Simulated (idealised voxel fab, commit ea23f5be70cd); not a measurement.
Name of the process module below: voxel gate over fins
We display cut, a cross-section 165 nm in width whose square cells are each 5 nm.
Cross-section layout: square cells on a grid; listed as bands, top to bottom; a band spans one or more cell rows. In this notation a band is specified by the heights of its top and bottom, in that order and in nm, after which its materials appear from left to right, each paired with its width in nm. The word "all across" attached to a single material means that material fills the band from edge to edge; the word "blank" stands for empty space. Counting heights begins at 0, where everything beneath is, in the wafer as received, one material. The lowest band has no bottom; it goes on downwards, as "0 -> down" shows. Width spec "30 to 40" -> top row of cells at first value, bottom row at second value, equal per-row change in between. "no change occurred" after a step means that no cell of the cross-section changed. Basically, "Sealed internal cavities" tells you about the enclosed voids: empty spaces with no open way to the top, 8 cells or bigger, each written width x height at distance, where distance is from the left edge, all in nm. What comes after the settings on a step's line is commentary from the simulator itself on that step. The "overlay nm" setting may appear on a step's line; for a step that uses a mask, it gives how far to the right of its planned position the mask lay, and a negative value indicates the left.
The steps planned for the process are as follows:
1) RECEIVE,material Si
2) CONFORMAL_DEP,material SiN,thk nm 5
3) PATTERN,tone cover,mask id FINS,material resist,width nm 15,pitch nm 60,thk nm 20,overlay nm 0
4) DIRECTIONAL_ETCH,etch materials SiN,depth nm 5
5) DIRECTIONAL_ETCH,etch materials Si,depth nm 30
6) STRIP,etch materials resist
7) OXIDIZE,depth nm 5
8) FILL_DEP,material SiO2,thk nm 5
9) CMP,height nm 5
10) MASKED_ETCH,tone open,mask id RAIL,width nm 15,etch materials SiO2,depth nm 30,overlay nm -15
11) CONFORMAL_DEP,material TiN,thk nm 5
12) FILL_DEP,material W,thk nm 10
13) CMP,height nm 5
14) SELECTIVE_ETCH,etch materials W Ru TiN,depth nm 25
15) FILL_DEP,material SiO2,thk nm 5
16) CMP,height nm 5
17) SELECTIVE_ETCH,etch materials SiO2,depth nm 20
18) STRIP,etch materials SiN
19) CONFORMAL_DEP,material HfO2,thk nm 5
20) CONFORMAL_DEP,material TiN,thk nm 5
21) FILL_DEP,material W,thk nm 15
22) CMP,height nm 20
23) CONFORMAL_DEP,material SiN,thk nm 10
Across this set of wafers, the varied parameter is the overlay nm of step 10. Starting conditions are identical for every wafer, and the plan reports the value assigned to the first wafer.
Cross-section of the first incoming wafer of several, state after step 1:
* 0 -> down = Si all across
* Sealed internal cavities: none
Row per wafer, end-of-module: cell gain (+)/loss (-) by material since the wafer came in, then closed voids:
overlay nm -15 | +51 HfO2 | -210 Si | +66 SiN | +117 SiO2 | +54 TiN | +120 W | Sealed internal cavities: none
overlay nm -10 | +51 HfO2 | -210 Si | +66 SiN | +117 SiO2 | +54 TiN | +120 W | Sealed internal cavities: none
overlay nm -5 | +51 HfO2 | -210 Si | +66 SiN | +117 SiO2 | +54 TiN | +120 W | Sealed internal cavities: none
overlay nm 0 | +51 HfO2 | -210 Si | +66 SiN | +117 SiO2 | +54 TiN | +120 W | Sealed internal cavities: none
overlay nm 5 | +51 HfO2 | -210 Si | +66 SiN | +117 SiO2 | +54 TiN | +120 W | Sealed internal cavities: none
overlay nm 10 | +51 HfO2 | -210 Si | +66 SiN | +117 SiO2 | +54 TiN | +120 W | Sealed internal cavities: none
overlay nm 15 | +51 HfO2 | -210 Si | +66 SiN | +117 SiO2 | +54 TiN | +120 W | Sealed internal cavities: none
